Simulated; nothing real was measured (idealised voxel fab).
Process module, titled voxel transistor to metal
The width of the displayed cross-section, cut, is 200 nm; its cells are square, with a size of 5 nm.
If you're reading a cross-section in this doc, picture square cells in a grid; it comes to you as bands, top ones listed first down to the bottom, and a band can be one or more rows of cells.
Heads up on the band format: heights come first, top then bottom, in nm. After that it's the materials left to right, each with its width in nm. A single material flagged "full width" fills the whole band edge to edge, and "blank" means there's empty space there.
Measure heights from 0. That's the level where, below it, the as-received wafer is all one material. The lowest band is bottomless and extends downward; write it as in "from 0 down".
The two numbers in a width such as "30->40" mark its ends across the band: the first belongs to the top row of cells, the second to the bottom row, and from each row to the next the width moves by the same amount.
The cross-section has no changed cell in any step marked "nothing changed".
"Enclosed empty spaces" lists enclosed empty spaces (at least 8 cells, no open path upward to the top), each as width x height at distance from the left edge, in nm.
Formally, on a step line, whatever follows the settings is a remark that the simulator itself makes on the step.
overlay nm, on a step with a mask: how far to the right of its planned place the mask lay; to the left if negative

-- The steps planned for the process are as follows
1: RECEIVE | material Si
2: OXIDIZE | depth nm 5
3: CONFORMAL_DEP | material SiN | thk nm 15
4: MASKED_ETCH | tone cover | mask id ACTIVE | width nm 110 | etch materials SiN | depth nm 15 | overlay nm 0
5: MASKED_ETCH | tone cover | mask id ACTIVE | width nm 110 | etch materials SiO2 | depth nm 5 | overlay nm 0
6: MASKED_ETCH | tone cover | mask id ACTIVE | width nm 110 | etch materials Si | depth nm 25 | overlay nm 0
7: FILL_DEP | material SiO2 | thk nm 5
8: CMP | height nm 15
9: SELECTIVE_ETCH | etch materials SiO2 | depth nm 10
10: STRIP | etch materials SiN
11: SELECTIVE_ETCH | etch materials SiO2 | depth nm 5
12: OXIDIZE | depth nm 5
13: DIRECTIONAL_DEP | material polySi | thk nm 20
14: DIRECTIONAL_DEP | material SiCN | thk nm 15
15: MASKED_ETCH | tone cover | mask id GATE | width nm 30 | etch materials SiCN | depth nm 25 | overlay nm 0
16: MASKED_ETCH | tone cover | mask id GATE | width nm 30 | etch materials polySi | depth nm 30 | overlay nm 0
17: CONFORMAL_DEP | material SiN | thk nm 10
18: DIRECTIONAL_ETCH | etch materials SiN | depth nm 10
19: DIRECTIONAL_ETCH | etch materials SiO2 | depth nm 5
20: DIRECTIONAL_ETCH | etch materials Si | depth nm 10
21: EPI | material SiGe | thk nm 10
22: FILL_DEP | material SiO2 | thk nm 10
23: CMP | height nm 15
24: STRIP | etch materials polySi
25: SELECTIVE_ETCH | etch materials SiO2 | depth nm 5
26: CONFORMAL_DEP | material HfO2 | thk nm 5
27: CONFORMAL_DEP | material TiN | thk nm 5
28: FILL_DEP | material W | thk nm 10
29: CMP | height nm 10
30: DIRECTIONAL_DEP | material SiO2 | thk nm 15
31: MASKED_ETCH | tone open | mask id CONTACT | width nm 20 | pitch nm 80 | etch materials SiO2 | depth nm 35 | overlay nm 0
32: CONFORMAL_DEP | material TiN | thk nm 5
33: FILL_DEP | material W | thk nm 5
34: CMP | height nm 25
35: DIRECTIONAL_DEP | material TiN | thk nm 5
36: DIRECTIONAL_DEP | material W | thk nm 20
37: DIRECTIONAL_DEP | material aC | thk nm 10
38: PATTERN | tone cover | mask id METAL_1 | material resist | width nm 20 | pitch nm 80 | thk nm 25 | overlay nm 0
39: DIRECTIONAL_ETCH | etch materials aC | depth nm 10
40: STRIP | etch materials resist
41: DIRECTIONAL_ETCH | etch materials W | depth nm 20
42: DIRECTIONAL_ETCH | etch materials TiN | depth nm 5
43: STRIP | etch materials aC
44: CONFORMAL_DEP | material SiN | thk nm 5
45: FILL_DEP | material SiO2 | thk nm 10
46: CMP | height nm 50
47: CONFORMAL_DEP | material SiN | thk nm 5

-- Cross-section of the incoming wafer, state after step 1
> from 0 down  Si full width
> Enclosed empty spaces: none

-- Here's the wafer cut in cross-section after the module, started and planned just like above, except one thing was done wrong in the run
> from 55 to 50  SiN full width
> from 50 to 30  SiO2: 45  SiN: 5  W: 20  SiN: 5  SiO2: 50  SiN: 5  W: 20  SiN: 5  SiO2: 45
> from 30 to 25  SiN: 50  TiN: 20  SiN: 60  TiN: 20  SiN: 50
> from 25 to 10  SiO2: 50  TiN: 5  W: 10  TiN: 5  SiO2: 60  TiN: 5  W: 10  TiN: 5  SiO2: 50
> from 10 to 5  SiO2: 50  TiN: 5  W: 10  TiN: 5  SiO2: 5  SiN: 10  HfO2: 5  TiN: 5  W: 10  TiN: 5  HfO2: 5  SiN: 10  SiO2: 5  TiN: 5  W: 10  TiN: 5  SiO2: 50
> from 5 to 0  SiO2: 50  TiN: 20  SiO2: 5  SiN: 10  HfO2: 5  TiN: 5  W: 10  TiN: 5  HfO2: 5  SiN: 10  SiO2: 5  TiN: 20  SiO2: 50
> from 0 to -5  SiO2: 40  SiN: 10  SiGe: 10  TiN: 5  SiGe: 10  SiN: 10  HfO2: 5  TiN: 20  HfO2: 5  SiN: 10  SiGe: 10  TiN: 10  SiGe: 10  SiN: 10  SiO2: 35
> from -5 to -10  SiO2: 50  SiGe: 10  TiN: 5  SiGe: 10  SiO2: 5  HfO2: 40  SiO2: 5  SiGe: 10  TiN: 10  SiGe: 10  SiO2: 45
> from -10 to -20  SiO2: 45  Si: 5  SiGe: 25  Si: 50  SiGe: 30  Si: 5  SiO2: 40
> from -20 to -30  SiO2: 45  Si: 115  SiO2: 40
> from -30 down  Si full width
> Enclosed empty spaces: none
So what did we get wrong on this run? step 4 ran as: MASKED_ETCH | tone cover | mask id ACTIVE | width nm 115 | etch materials SiN | depth nm 15 | overlay nm 0
